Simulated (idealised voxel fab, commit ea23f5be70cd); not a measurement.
process module | voxel transistor to metal
cross-section cut | 170 nm wide | cells 5 nm
A cross-section is a grid of square cells, given in bands from the top down. A band is one or more rows of cells.
Each band's line starts with the height of the band's top and of its bottom, in nm. Then come its materials from left to right, each with its width in nm. One material with "throughout" fills the band from edge to edge. "air" is empty space.
Height 0 is the level under which the wafer as received is all one material. The lowest band goes on downwards, as in "0 down".
A width such as "30 to 40" changes by the same amount from each row of cells to the next, from the band's top row to its bottom row.
"no change" after a step means that no cell of the cross-section changed.
closed voids: empty space of 8 cells or more with no open way to the top, each as width x height at its distance from the left edge, in nm
after a step's settings: what the simulator itself notes on the step
overlay nm, on a step with a mask: how far to the right of its planned place the mask lay; to the left if negative
Each pair below shows a cross-section before one step and the cross-section after it, down to the lowest band that changed. The line under each pair gives the step between them, with its settings. The pairs can come from different runs of this module on the same starting wafer, so a pair continues from the pair above only where its "before" says so.
before
  75 to 60: air 45 | Ru 15 | air 45 | Ru 15 | air 50
  60 to 55: air 45 | TiN 15 | air 45 | TiN 15 | air 50
  55 to 40: SiO2 45 | TiN 5 | Ru 5 | TiN 5 | SiO2 45 | TiN 5 | Ru 5 | TiN 5 | SiO2 50
  40 to 25: SiO2 45 | TiN 5 | Ru 5 | TiN 5 | SiO2 5 | SiN 10 | SiCN 15 | SiN 10 | SiO2 5 | TiN 5 | Ru 5 | TiN 5 | SiO2 50
  25 to 15: SiO2 45 | TiN 5 | Ru 5 | TiN 5 | SiO2 5 | SiN 10 | polySi 15 | SiN 10 | SiO2 5 | TiN 5 | Ru 5 | TiN 5 | SiO2 50
  15 to 10: SiO2 45 | TiN 15 | SiO2 5 | SiN 10 | polySi 15 | SiN 10 | SiO2 5 | TiN 15 | SiO2 50
  10 to 5: SiO2 35 | SiN 10 | TiN 5 | nSi 15 | SiN 10 | polySi 15 | SiN 10 | nSi 15 | TiN 5 | SiN 10 | SiO2 40
  5 to 0: SiO2 35 | SiN 10 | nSi 20 | SiN 10 | polySi 15 | SiN 10 | nSi 20 | SiN 10 | SiO2 40
  0 to -5: SiO2 35 | SiN 10 | nSi 20 | SiO2 35 | nSi 20 | SiN 10 | SiO2 40
  -5 to -10: SiO2 50 | nSi 15 | Si 35 | nSi 15 | SiO2 55
  -10 to -20: SiO2 45 | Si 5 | nSi 15 | Si 35 | nSi 15 | Si 5 | SiO2 50
  -20 to -30: SiO2 45 | Si 75 | SiO2 50
  -30 down: Si throughout
  closed voids: none
after
  85 to 75: lowk throughout
  75 to 60: lowk 45 | Ru 15 | lowk 45 | Ru 15 | lowk 50
  60 to 55: lowk 45 | TiN 15 | lowk 45 | TiN 15 | lowk 50
  below 55: unchanged
  closed voids: none
the step between: op FILL_DEP | material lowk | thk nm 10
before: the cross-section after the pair above
after
  75 to 60: lowk 45 | Ru 15 | lowk 45 | Ru 15 | lowk 50
  below 60: unchanged
  closed voids: none
the step between: op CMP | height nm 75
before: the cross-section after the pair above
after
  80 to 75: SiCN throughout
  below 75: unchanged
  closed voids: none
the step between: op CONFORMAL_DEP | material SiCN | thk nm 5
before: the cross-section after the pair above
after
  105 to 80: SiO2 throughout
  below 80: unchanged
  closed voids: none
the step between: op DIRECTIONAL_DEP | material SiO2 | thk nm 25
before: the cross-section after the pair above
after
  120 to 105: resist 45 | air 15 | resist 45 | air 15 | resist 50
  below 105: unchanged
  closed voids: none
the step between: op PATTERN | tone open | mask id METAL_2 | material resist | width nm 15 | pitch nm 60 | thk nm 15 | overlay nm 0
before: the cross-section after the pair above
after
  120 to 105: resist 45 | air 15 | resist 45 | air 15 | resist 50
  105 to 90: SiO2 45 | air 15 | SiO2 45 | air 15 | SiO2 50
  below 90: unchanged
  closed voids: none
the step between: op DIRECTIONAL_ETCH | etch materials SiO2 | depth nm 15
before: the cross-section after the pair above
after
  105 to 90: SiO2 45 | air 15 | SiO2 45 | air 15 | SiO2 50
  below 90: unchanged
  closed voids: none
the step between: op STRIP | etch materials resist
before: the cross-section after the pair above
after
  120 to 105: aC 45 | air 15 | aC 45 | air 15 | aC 50
  105 to 90: SiO2 45 | aC 15 | SiO2 45 | aC 15 | SiO2 50
  below 90: unchanged
  closed voids: none
the step between: op DIRECTIONAL_DEP | material aC | thk nm 15
before: the cross-section after the pair above
after
  155 to 120: resist 45 | air 15 | resist 45 | air 15 | resist 50
  below 120: unchanged
  closed voids: none
the step between: op PATTERN | tone open | mask id METAL_2_HOLES | material resist | width nm 15 | pitch nm 60 | thk nm 35 | overlay nm 0
before: the cross-section after the pair above
after
  140 to 120: resist 45 | air 15 | resist 45 | air 15 | resist 50
  120 to 105: aC 45 | air 15 | aC 45 | air 15 | aC 50
  105 to 90: SiO2 45 | air 15 | SiO2 45 | air 15 | SiO2 50
  below 90: unchanged
  closed voids: none
the step between: op DIRECTIONAL_ETCH | etch materials aC | depth nm 15
before: the cross-section after the pair above
after
  120 to 105: aC 45 | air 15 | aC 45 | air 15 | aC 50
  below 105: unchanged
  closed voids: none
the step between: op STRIP | etch materials resist
before: the cross-section after the pair above
after
  120 to 105: aC 45 | air 15 | aC 45 | air 15 | aC 50
  105 to 80: SiO2 45 | air 15 | SiO2 45 | air 15 | SiO2 50
  below 80: unchanged
  closed voids: none
the step between: op DIRECTIONAL_ETCH | etch materials SiO2 | depth nm 10
before: the cross-section after the pair above
after
  120 to 105: aC 45 | air 15 | aC 45 | air 15 | aC 50
  105 to 80: SiO2 45 | air 15 | SiO2 45 | air 15 | SiO2 50
  80 to 75: SiCN 45 | air 15 | SiCN 45 | air 15 | SiCN 50
  below 75: unchanged
  closed voids: none
the step between: op DIRECTIONAL_ETCH | etch materials SiCN | depth nm 5
before: the cross-section after the pair above
after
  105 to 80: SiO2 45 | air 15 | SiO2 45 | air 15 | SiO2 50
  below 80: unchanged
  closed voids: none
the step between: op STRIP | etch materials aC
before: the cross-section after the pair above
after
  110 to 105: TiN 50 | air 5 | TiN 55 | air 5 | TiN 55
  105 to 80: SiO2 45 | TiN 5 | air 5 | TiN 5 | SiO2 45 | TiN 5 | air 5 | TiN 5 | SiO2 50
  80 to 75: SiCN 45 | TiN 15 | SiCN 45 | TiN 15 | SiCN 50
  below 75: unchanged
  closed voids: none
the step between: op CONFORMAL_DEP | material TiN | thk nm 5
before: the cross-section after the pair above
after
  115 to 110: Ru throughout
  110 to 105: TiN 50 | Ru 5 | TiN 55 | Ru 5 | TiN 55
  105 to 80: SiO2 45 | TiN 5 | Ru 5 | TiN 5 | SiO2 45 | TiN 5 | Ru 5 | TiN 5 | SiO2 50
  below 80: unchanged
  closed voids: none
the step between: op FILL_DEP | material Ru | thk nm 5
before: the cross-section after the pair above
after
  105 to 80: SiO2 45 | TiN 5 | Ru 5 | TiN 5 | SiO2 45 | TiN 5 | Ru 5 | TiN 5 | SiO2 50
  below 80: unchanged
  closed voids: none
the step between: op CMP | height nm 105
before: the cross-section after the pair above
after
  110 to 105: SiCN throughout
  below 105: unchanged
  closed voids: none
the step between: op CONFORMAL_DEP | material SiCN | thk nm 5
before
  55 to 40: SiO2 throughout
  40 to 25: SiO2 65 | SiN 10 | SiCN 15 | SiN 10 | SiO2 70
  25 to 10: SiO2 65 | SiN 10 | polySi 15 | SiN 10 | SiO2 70
  10 to 0: SiO2 35 | SiN 10 | SiO2 5 | nSi 15 | SiN 10 | polySi 15 | SiN 10 | nSi 15 | SiO2 5 | SiN 10 | SiO2 40
  0 to -5: SiO2 50 | nSi 15 | SiO2 35 | nSi 15 | SiO2 55
  -5 to -20: SiO2 45 | nSi 20 | Si 35 | nSi 20 | SiO2 50
  -20 to -30: SiO2 45 | Si 75 | SiO2 50
  -30 down: Si throughout
  closed voids: none
after
  70 to 40: SiO2 throughout
  below 40: unchanged
  closed voids: none
the step between: op DIRECTIONAL_DEP | material SiO2 | thk nm 15
before: the cross-section after the pair above
after
  70 to 40: SiO2 45 | air 15 | SiO2 45 | air 15 | SiO2 50
  40 to 25: SiO2 45 | air 15 | SiO2 5 | SiN 10 | SiCN 15 | SiN 10 | SiO2 5 | air 15 | SiO2 50
  25 to 10: SiO2 45 | air 15 | SiO2 5 | SiN 10 | polySi 15 | SiN 10 | SiO2 5 | air 15 | SiO2 50
  below 10: unchanged
  closed voids: none
the step between: op MASKED_ETCH | tone open | mask id CONTACT | width nm 15 | pitch nm 60 | etch materials SiO2 | depth nm 60 | overlay nm 0
before: the cross-section after the pair above
after
  75 to 70: TiN 50 | air 5 | TiN 55 | air 5 | TiN 55
  70 to 40: SiO2 45 | TiN 5 | air 5 | TiN 5 | SiO2 45 | TiN 5 | air 5 | TiN 5 | SiO2 50
  40 to 25: SiO2 45 | TiN 5 | air 5 | TiN 5 | SiO2 5 | SiN 10 | SiCN 15 | SiN 10 | SiO2 5 | TiN 5 | air 5 | TiN 5 | SiO2 50
  25 to 15: SiO2 45 | TiN 5 | air 5 | TiN 5 | SiO2 5 | SiN 10 | polySi 15 | SiN 10 | SiO2 5 | TiN 5 | air 5 | TiN 5 | SiO2 50
  15 to 10: SiO2 45 | TiN 15 | SiO2 5 | SiN 10 | polySi 15 | SiN 10 | SiO2 5 | TiN 15 | SiO2 50
  below 10: unchanged
  closed voids: none
the step between: op CONFORMAL_DEP | material TiN | thk nm 5
before: the cross-section after the pair above
after
  80 to 75: Ru throughout
  75 to 70: TiN 50 | Ru 5 | TiN 55 | Ru 5 | TiN 55
  70 to 40: SiO2 45 | TiN 5 | Ru 5 | TiN 5 | SiO2 45 | TiN 5 | Ru 5 | TiN 5 | SiO2 50
  40 to 25: SiO2 45 | TiN 5 | Ru 5 | TiN 5 | SiO2 5 | SiN 10 | SiCN 15 | SiN 10 | SiO2 5 | TiN 5 | Ru 5 | TiN 5 | SiO2 50
  25 to 15: SiO2 45 | TiN 5 | Ru 5 | TiN 5 | SiO2 5 | SiN 10 | polySi 15 | SiN 10 | SiO2 5 | TiN 5 | Ru 5 | TiN 5 | SiO2 50
  below 15: unchanged
  closed voids: none
the step between: op FILL_DEP | material Ru | thk nm 5
before: the cross-section after the pair above
after
  55 to 40: SiO2 45 | TiN 5 | Ru 5 | TiN 5 | SiO2 45 | TiN 5 | Ru 5 | TiN 5 | SiO2 50
  below 40: unchanged
  closed voids: none
the step between: op CMP | height nm 55
before: the cross-section after the pair above
after
  60 to 55: TiN throughout
  below 55: unchanged
  closed voids: none
the step between: op DIRECTIONAL_DEP | material TiN | thk nm 5
before: the cross-section after the pair above
after
  75 to 60: Ru throughout
  below 60: unchanged
  closed voids: none
the step between: op DIRECTIONAL_DEP | material Ru | thk nm 15
before: the cross-section after the pair above
after
  75 to 60: air 45 | Ru 15 | air 45 | Ru 15 | air 50
  below 60: unchanged
  closed voids: none
the step between: op MASKED_ETCH | tone cover | mask id METAL_1 | width nm 15 | pitch nm 60 | etch materials Ru | depth nm 15 | overlay nm 0
before: the cross-section after the pair above
after
  75 to 60: air 45 | Ru 15 | air 45 | Ru 15 | air 50
  60 to 55: air 45 | TiN 15 | air 45 | TiN 15 | air 50
  below 55: unchanged
  closed voids: none
the step between: op MASKED_ETCH | tone cover | mask id METAL_1 | width nm 15 | pitch nm 60 | etch materials TiN | depth nm 5 | overlay nm 0
before: the cross-section after the pair above
after
  85 to 75: lowk throughout
  75 to 60: lowk 45 | Ru 15 | lowk 45 | Ru 15 | lowk 50
  60 to 55: lowk 45 | TiN 15 | lowk 45 | TiN 15 | lowk 50
  below 55: unchanged
  closed voids: none
the step between: op FILL_DEP | material lowk | thk nm 10
before: the cross-section after the pair above
after
  75 to 60: lowk 45 | Ru 15 | lowk 45 | Ru 15 | lowk 50
  below 60: unchanged
  closed voids: none
the step between: op CMP | height nm 75
before: the cross-section after the pair above
after
  80 to 75: SiCN throughout
  below 75: unchanged
  closed voids: none
the step between: op CONFORMAL_DEP | material SiCN | thk nm 5
before: the cross-section after the pair above
after
  105 to 80: SiO2 throughout
  below 80: unchanged
  closed voids: none
the step between: op DIRECTIONAL_DEP | material SiO2 | thk nm 25
before: the cross-section after the pair above
after
  120 to 105: resist 45 | air 15 | resist 45 | air 15 | resist 50
  below 105: unchanged
  closed voids: none
the step between: op PATTERN | tone open | mask id METAL_2 | material resist | width nm 15 | pitch nm 60 | thk nm 15 | overlay nm 0
before: the cross-section after the pair above
after
  120 to 105: resist 45 | air 15 | resist 45 | air 15 | resist 50
  105 to 90: SiO2 45 | air 15 | SiO2 45 | air 15 | SiO2 50
  below 90: unchanged
  closed voids: none
the step between: op DIRECTIONAL_ETCH | etch materials SiO2 | depth nm 15
before: the cross-section after the pair above
after
  105 to 90: SiO2 45 | air 15 | SiO2 45 | air 15 | SiO2 50
  below 90: unchanged
  closed voids: none
the step between: op STRIP | etch materials resist
before: the cross-section after the pair above
after
  120 to 105: aC 45 | air 15 | aC 45 | air 15 | aC 50
  105 to 90: SiO2 45 | aC 15 | SiO2 45 | aC 15 | SiO2 50
  below 90: unchanged
  closed voids: none
the step between: op DIRECTIONAL_DEP | material aC | thk nm 15
before: the cross-section after the pair above
after
  155 to 120: resist 45 | air 15 | resist 45 | air 15 | resist 50
  below 120: unchanged
  closed voids: none
the step between: op PATTERN | tone open | mask id METAL_2_HOLES | material resist | width nm 15 | pitch nm 60 | thk nm 35 | overlay nm 0
before: the cross-section after the pair above
after
  140 to 120: resist 45 | air 15 | resist 45 | air 15 | resist 50
  120 to 105: aC 45 | air 15 | aC 45 | air 15 | aC 50
  105 to 90: SiO2 45 | air 15 | SiO2 45 | air 15 | SiO2 50
  below 90: unchanged
  closed voids: none
the step between: op DIRECTIONAL_ETCH | etch materials aC | depth nm 15
before: the cross-section after the pair above
after
  120 to 105: aC 45 | air 15 | aC 45 | air 15 | aC 50
  below 105: unchanged
  closed voids: none
the step between: op STRIP | etch materials resist
before: the cross-section after the pair above
after
  120 to 105: aC 45 | air 15 | aC 45 | air 15 | aC 50
  105 to 80: SiO2 45 | air 15 | SiO2 45 | air 15 | SiO2 50
  below 80: unchanged
  closed voids: none
the step between: op DIRECTIONAL_ETCH | etch materials SiO2 | depth nm 10
before: the cross-section after the pair above
after
  120 to 105: aC 45 | air 15 | aC 45 | air 15 | aC 50
  105 to 80: SiO2 45 | air 15 | SiO2 45 | air 15 | SiO2 50
  80 to 75: SiCN 45 | air 15 | SiCN 45 | air 15 | SiCN 50
  below 75: unchanged
  closed voids: none
the step between: op DIRECTIONAL_ETCH | etch materials SiCN | depth nm 5
before: the cross-section after the pair above
after
  105 to 80: SiO2 45 | air 15 | SiO2 45 | air 15 | SiO2 50
  below 80: unchanged
  closed voids: none
the step between: op STRIP | etch materials aC
before: the cross-section after the pair above
after
  110 to 105: TiN 50 | air 5 | TiN 55 | air 5 | TiN 55
  105 to 80: SiO2 45 | TiN 5 | air 5 | TiN 5 | SiO2 45 | TiN 5 | air 5 | TiN 5 | SiO2 50
  80 to 75: SiCN 45 | TiN 15 | SiCN 45 | TiN 15 | SiCN 50
  below 75: unchanged
  closed voids: none
the step between: op CONFORMAL_DEP | material TiN | thk nm 5
before: the cross-section after the pair above
after
  115 to 110: Ru throughout
  110 to 105: TiN 50 | Ru 5 | TiN 55 | Ru 5 | TiN 55
  105 to 80: SiO2 45 | TiN 5 | Ru 5 | TiN 5 | SiO2 45 | TiN 5 | Ru 5 | TiN 5 | SiO2 50
  below 80: unchanged
  closed voids: none
the step between: op FILL_DEP | material Ru | thk nm 5
before: the cross-section after the pair above
after
  105 to 80: SiO2 45 | TiN 5 | Ru 5 | TiN 5 | SiO2 45 | TiN 5 | Ru 5 | TiN 5 | SiO2 50
  below 80: unchanged
  closed voids: none
the step between: op CMP | height nm 105
before: the cross-section after the pair above
after
  110 to 105: SiCN throughout
  below 105: unchanged
  closed voids: none
the step between: op CONFORMAL_DEP | material SiCN | thk nm 5
before
  40 to 25: SiO2 65 | SiN 10 | SiCN 15 | SiN 10 | SiO2 70
  25 to 10: SiO2 65 | SiN 10 | polySi 15 | SiN 10 | SiO2 70
  10 to 0: SiO2 35 | SiN 10 | SiO2 5 | nSi 15 | SiN 10 | polySi 15 | SiN 10 | nSi 15 | SiO2 5 | SiN 10 | SiO2 40
  0 to -5: SiO2 50 | nSi 15 | SiO2 35 | nSi 15 | SiO2 55
  -5 to -20: SiO2 45 | nSi 20 | Si 35 | nSi 20 | SiO2 50
  -20 to -30: SiO2 45 | Si 75 | SiO2 50
  -30 down: Si throughout
  closed voids: none
after
  40 to 25: SiO2 45 | air 15 | SiO2 5 | SiN 10 | SiCN 15 | SiN 10 | SiO2 5 | air 15 | SiO2 50
  25 to 10: SiO2 45 | air 15 | SiO2 5 | SiN 10 | polySi 15 | SiN 10 | SiO2 5 | air 15 | SiO2 50
  10 to 0: SiO2 35 | SiN 10 | air 5 | nSi 15 | SiN 10 | polySi 15 | SiN 10 | nSi 15 | air 5 | SiN 10 | SiO2 40
  0 to -5: SiO2 45 | air 5 | nSi 15 | SiO2 35 | nSi 15 | air 5 | SiO2 50
  below -5: unchanged
  closed voids: none
the step between: op MASKED_ETCH | tone open | mask id CONTACT | width nm 15 | pitch nm 60 | etch materials SiO2 | depth nm 60 | overlay nm 0
before: the cross-section after the pair above
after
  55 to 40: SiO2 45 | air 15 | SiO2 45 | air 15 | SiO2 50
  40 to 25: SiO2 45 | air 15 | SiO2 5 | SiN 10 | SiCN 15 | SiN 10 | SiO2 5 | air 15 | SiO2 50
  25 to 10: SiO2 45 | air 5 | SiO2 15 | SiN 10 | polySi 15 | SiN 10 | SiO2 15 | air 5 | SiO2 50
  10 to 0: SiO2 35 | SiN 10 | SiO2 5 | nSi 15 | SiN 10 | polySi 15 | SiN 10 | nSi 15 | SiO2 5 | SiN 10 | SiO2 40
  0 to -5: SiO2 50 | nSi 15 | SiO2 35 | nSi 15 | SiO2 55
  below -5: unchanged
  closed voids: none
the step between: op DIRECTIONAL_DEP | material SiO2 | thk nm 15
before: the cross-section after the pair above
after
  60 to 55: TiN 50 | air 5 | TiN 55 | air 5 | TiN 55
  55 to 40: SiO2 45 | TiN 5 | air 5 | TiN 5 | SiO2 45 | TiN 5 | air 5 | TiN 5 | SiO2 50
  40 to 30: SiO2 45 | TiN 5 | air 5 | TiN 5 | SiO2 5 | SiN 10 | SiCN 15 | SiN 10 | SiO2 5 | TiN 5 | air 5 | TiN 5 | SiO2 50
  30 to 25: SiO2 45 | TiN 15 | SiO2 5 | SiN 10 | SiCN 15 | SiN 10 | SiO2 5 | TiN 15 | SiO2 50
  25 to 10: SiO2 45 | TiN 5 | SiO2 15 | SiN 10 | polySi 15 | SiN 10 | SiO2 15 | TiN 5 | SiO2 50
  below 10: unchanged
  closed voids: none
the step between: op CONFORMAL_DEP | material TiN | thk nm 5
before: the cross-section after the pair above
after
  65 to 60: Ru throughout
  60 to 55: TiN 50 | Ru 5 | TiN 55 | Ru 5 | TiN 55
  55 to 40: SiO2 45 | TiN 5 | Ru 5 | TiN 5 | SiO2 45 | TiN 5 | Ru 5 | TiN 5 | SiO2 50
  40 to 30: SiO2 45 | TiN 5 | Ru 5 | TiN 5 | SiO2 5 | SiN 10 | SiCN 15 | SiN 10 | SiO2 5 | TiN 5 | Ru 5 | TiN 5 | SiO2 50
  below 30: unchanged
  closed voids: none
the step between: op FILL_DEP | material Ru | thk nm 5
before: the cross-section after the pair above
after
  55 to 40: SiO2 45 | TiN 5 | Ru 5 | TiN 5 | SiO2 45 | TiN 5 | Ru 5 | TiN 5 | SiO2 50
  below 40: unchanged
  closed voids: none
the step between: op CMP | height nm 55
before: the cross-section after the pair above
after
  60 to 55: TiN throughout
  below 55: unchanged
  closed voids: none
the step between: op DIRECTIONAL_DEP | material TiN | thk nm 5
before: the cross-section after the pair above
after
  75 to 60: Ru throughout
  below 60: unchanged
  closed voids: none
the step between: op DIRECTIONAL_DEP | material Ru | thk nm 15
before: the cross-section after the pair above
after
  75 to 60: air 45 | Ru 15 | air 45 | Ru 15 | air 50
  below 60: unchanged
  closed voids: none
the step between: op MASKED_ETCH | tone cover | mask id METAL_1 | width nm 15 | pitch nm 60 | etch materials Ru | depth nm 15 | overlay nm 0
before: the cross-section after the pair above
after
  75 to 60: air 45 | Ru 15 | air 45 | Ru 15 | air 50
  60 to 55: air 45 | TiN 15 | air 45 | TiN 15 | air 50
  below 55: unchanged
  closed voids: none
the step between: op MASKED_ETCH | tone cover | mask id METAL_1 | width nm 15 | pitch nm 60 | etch materials TiN | depth nm 5 | overlay nm 0
before: the cross-section after the pair above
after
  85 to 75: lowk throughout
  75 to 60: lowk 45 | Ru 15 | lowk 45 | Ru 15 | lowk 50
  60 to 55: lowk 45 | TiN 15 | lowk 45 | TiN 15 | lowk 50
  below 55: unchanged
  closed voids: none
the step between: op FILL_DEP | material lowk | thk nm 10
before: the cross-section after the pair above
after
  75 to 60: lowk 45 | Ru 15 | lowk 45 | Ru 15 | lowk 50
  below 60: unchanged
  closed voids: none
the step between: op CMP | height nm 75
before: the cross-section after the pair above
after
  80 to 75: SiCN throughout
  below 75: unchanged
  closed voids: none
the step between: op CONFORMAL_DEP | material SiCN | thk nm 5
before: the cross-section after the pair above
after
  105 to 80: SiO2 throughout
  below 80: unchanged
  closed voids: none
the step between: op DIRECTIONAL_DEP | material SiO2 | thk nm 25
before: the cross-section after the pair above
after
  120 to 105: resist 45 | air 15 | resist 45 | air 15 | resist 50
  below 105: unchanged
  closed voids: none
the step between: op PATTERN | tone open | mask id METAL_2 | material resist | width nm 15 | pitch nm 60 | thk nm 15 | overlay nm 0
before: the cross-section after the pair above
after
  120 to 105: resist 45 | air 15 | resist 45 | air 15 | resist 50
  105 to 90: SiO2 45 | air 15 | SiO2 45 | air 15 | SiO2 50
  below 90: unchanged
  closed voids: none
the step between: op DIRECTIONAL_ETCH | etch materials SiO2 | depth nm 15
before: the cross-section after the pair above
after
  105 to 90: SiO2 45 | air 15 | SiO2 45 | air 15 | SiO2 50
  below 90: unchanged
  closed voids: none
the step between: op STRIP | etch materials resist
before: the cross-section after the pair above
after
  120 to 105: aC 45 | air 15 | aC 45 | air 15 | aC 50
  105 to 90: SiO2 45 | aC 15 | SiO2 45 | aC 15 | SiO2 50
  below 90: unchanged
  closed voids: none
the step between: op DIRECTIONAL_DEP | material aC | thk nm 15
before: the cross-section after the pair above
after
  155 to 120: resist 45 | air 15 | resist 45 | air 15 | resist 50
  below 120: unchanged
  closed voids: none
the step between: op PATTERN | tone open | mask id METAL_2_HOLES | material resist | width nm 15 | pitch nm 60 | thk nm 35 | overlay nm 0
before: the cross-section after the pair above
after
  140 to 120: resist 45 | air 15 | resist 45 | air 15 | resist 50
  120 to 105: aC 45 | air 15 | aC 45 | air 15 | aC 50
  105 to 90: SiO2 45 | air 15 | SiO2 45 | air 15 | SiO2 50
  below 90: unchanged
  closed voids: none
the step between: op DIRECTIONAL_ETCH | etch materials aC | depth nm 15
before: the cross-section after the pair above
after
  120 to 105: aC 45 | air 15 | aC 45 | air 15 | aC 50
  below 105: unchanged
  closed voids: none
the step between: op STRIP | etch materials resist
before: the cross-section after the pair above
after
  120 to 105: aC 45 | air 15 | aC 45 | air 15 | aC 50
  105 to 80: SiO2 45 | air 15 | SiO2 45 | air 15 | SiO2 50
  below 80: unchanged
  closed voids: none
the step between: op DIRECTIONAL_ETCH | etch materials SiO2 | depth nm 10
before: the cross-section after the pair above
after
  120 to 105: aC 45 | air 15 | aC 45 | air 15 | aC 50
  105 to 80: SiO2 45 | air 15 | SiO2 45 | air 15 | SiO2 50
  80 to 75: SiCN 45 | air 15 | SiCN 45 | air 15 | SiCN 50
  below 75: unchanged
  closed voids: none
the step between: op DIRECTIONAL_ETCH | etch materials SiCN | depth nm 5
before: the cross-section after the pair above
after
  105 to 80: SiO2 45 | air 15 | SiO2 45 | air 15 | SiO2 50
  below 80: unchanged
  closed voids: none
the step between: op STRIP | etch materials aC
before: the cross-section after the pair above
after
  110 to 105: TiN 50 | air 5 | TiN 55 | air 5 | TiN 55
  105 to 80: SiO2 45 | TiN 5 | air 5 | TiN 5 | SiO2 45 | TiN 5 | air 5 | TiN 5 | SiO2 50
  80 to 75: SiCN 45 | TiN 15 | SiCN 45 | TiN 15 | SiCN 50
  below 75: unchanged
  closed voids: none
the step between: op CONFORMAL_DEP | material TiN | thk nm 5
before: the cross-section after the pair above
after
  115 to 110: Ru throughout
  110 to 105: TiN 50 | Ru 5 | TiN 55 | Ru 5 | TiN 55
  105 to 80: SiO2 45 | TiN 5 | Ru 5 | TiN 5 | SiO2 45 | TiN 5 | Ru 5 | TiN 5 | SiO2 50
  below 80: unchanged
  closed voids: none
the step between: op FILL_DEP | material Ru | thk nm 5
before: the cross-section after the pair above
after
  105 to 80: SiO2 45 | TiN 5 | Ru 5 | TiN 5 | SiO2 45 | TiN 5 | Ru 5 | TiN 5 | SiO2 50
  below 80: unchanged
  closed voids: none
the step between: op CMP | height nm 105
before: the cross-section after the pair above
after
  110 to 105: SiCN throughout
  below 105: unchanged
  closed voids: none
the step between: op CONFORMAL_DEP | material SiCN | thk nm 5
before
  45 to 40: SiO2 throughout
  40 to 25: SiO2 65 | SiN 10 | SiCN 15 | SiN 10 | SiO2 70
  25 to 10: SiO2 65 | SiN 10 | polySi 15 | SiN 10 | SiO2 70
  10 to 0: SiO2 35 | SiN 10 | SiO2 5 | nSi 15 | SiN 10 | polySi 15 | SiN 10 | nSi 15 | SiO2 5 | SiN 10 | SiO2 40
  0 to -5: SiO2 50 | nSi 15 | SiO2 35 | nSi 15 | SiO2 55
  -5 to -20: SiO2 45 | nSi 20 | Si 35 | nSi 20 | SiO2 50
  -20 to -30: SiO2 45 | Si 75 | SiO2 50
  -30 down: Si throughout
  closed voids: none
after
  30 to 25: SiO2 65 | SiN 10 | SiCN 15 | SiN 10 | SiO2 70
  below 25: unchanged
  closed voids: none
the step between: op CMP | height nm 30
before: the cross-section after the pair above
after
  45 to 30: SiO2 throughout
  below 30: unchanged
  closed voids: none
the step between: op DIRECTIONAL_DEP | material SiO2 | thk nm 15
before: the cross-section after the pair above
after
  45 to 30: SiO2 45 | air 15 | SiO2 45 | air 15 | SiO2 50
  30 to 25: SiO2 45 | air 15 | SiO2 5 | SiN 10 | SiCN 15 | SiN 10 | SiO2 5 | air 15 | SiO2 50
  25 to 10: SiO2 45 | air 15 | SiO2 5 | SiN 10 | polySi 15 | SiN 10 | SiO2 5 | air 15 | SiO2 50
  10 to 0: SiO2 35 | SiN 10 | air 5 | nSi 15 | SiN 10 | polySi 15 | SiN 10 | nSi 15 | air 5 | SiN 10 | SiO2 40
  0 to -5: SiO2 45 | air 5 | nSi 15 | SiO2 35 | nSi 15 | air 5 | SiO2 50
  below -5: unchanged
  closed voids: none
the step between: op MASKED_ETCH | tone open | mask id CONTACT | width nm 15 | pitch nm 60 | etch materials SiO2 | depth nm 60 | overlay nm 0
before: the cross-section after the pair above
after
  50 to 45: TiN 50 | air 5 | TiN 55 | air 5 | TiN 55
  45 to 30: SiO2 45 | TiN 5 | air 5 | TiN 5 | SiO2 45 | TiN 5 | air 5 | TiN 5 | SiO2 50
  30 to 25: SiO2 45 | TiN 5 | air 5 | TiN 5 | SiO2 5 | SiN 10 | SiCN 15 | SiN 10 | SiO2 5 | TiN 5 | air 5 | TiN 5 | SiO2 50
  25 to 15: SiO2 45 | TiN 5 | air 5 | TiN 5 | SiO2 5 | SiN 10 | polySi 15 | SiN 10 | SiO2 5 | TiN 5 | air 5 | TiN 5 | SiO2 50
  15 to 10: SiO2 45 | TiN 15 | SiO2 5 | SiN 10 | polySi 15 | SiN 10 | SiO2 5 | TiN 15 | SiO2 50
  10 to 0: SiO2 35 | SiN 10 | TiN 5 | nSi 15 | SiN 10 | polySi 15 | SiN 10 | nSi 15 | TiN 5 | SiN 10 | SiO2 40
  0 to -5: SiO2 45 | TiN 5 | nSi 15 | SiO2 35 | nSi 15 | TiN 5 | SiO2 50
  below -5: unchanged
  closed voids: none
the step between: op CONFORMAL_DEP | material TiN | thk nm 5
before: the cross-section after the pair above
after
  55 to 50: Ru throughout
  50 to 45: TiN 50 | Ru 5 | TiN 55 | Ru 5 | TiN 55
  45 to 30: SiO2 45 | TiN 5 | Ru 5 | TiN 5 | SiO2 45 | TiN 5 | Ru 5 | TiN 5 | SiO2 50
  30 to 25: SiO2 45 | TiN 5 | Ru 5 | TiN 5 | SiO2 5 | SiN 10 | SiCN 15 | SiN 10 | SiO2 5 | TiN 5 | Ru 5 | TiN 5 | SiO2 50
  25 to 15: SiO2 45 | TiN 5 | Ru 5 | TiN 5 | SiO2 5 | SiN 10 | polySi 15 | SiN 10 | SiO2 5 | TiN 5 | Ru 5 | TiN 5 | SiO2 50
  below 15: unchanged
  closed voids: none
the step between: op FILL_DEP | material Ru | thk nm 5
before: the cross-section after the pair above
after
  60 to 55: TiN throughout
  below 55: unchanged
  closed voids: none
the step between: op DIRECTIONAL_DEP | material TiN | thk nm 5
before: the cross-section after the pair above
after
  75 to 60: Ru throughout
  below 60: unchanged
  closed voids: none
the step between: op DIRECTIONAL_DEP | material Ru | thk nm 15
before: the cross-section after the pair above
after
  75 to 60: air 45 | Ru 15 | air 45 | Ru 15 | air 50
  below 60: unchanged
  closed voids: none
the step between: op MASKED_ETCH | tone cover | mask id METAL_1 | width nm 15 | pitch nm 60 | etch materials Ru | depth nm 15 | overlay nm 0
before: the cross-section after the pair above
after
  75 to 60: air 45 | Ru 15 | air 45 | Ru 15 | air 50
  60 to 55: air 45 | TiN 15 | air 45 | TiN 15 | air 50
  below 55: unchanged
  closed voids: none
the step between: op MASKED_ETCH | tone cover | mask id METAL_1 | width nm 15 | pitch nm 60 | etch materials TiN | depth nm 5 | overlay nm 0
before: the cross-section after the pair above
after
  85 to 75: lowk throughout
  75 to 60: lowk 45 | Ru 15 | lowk 45 | Ru 15 | lowk 50
  60 to 55: lowk 45 | TiN 15 | lowk 45 | TiN 15 | lowk 50
  below 55: unchanged
  closed voids: none
the step between: op FILL_DEP | material lowk | thk nm 10
before: the cross-section after the pair above
after
  75 to 60: lowk 45 | Ru 15 | lowk 45 | Ru 15 | lowk 50
  below 60: unchanged
  closed voids: none
the step between: op CMP | height nm 75
before: the cross-section after the pair above
after
  80 to 75: SiCN throughout
  below 75: unchanged
  closed voids: none
the step between: op CONFORMAL_DEP | material SiCN | thk nm 5
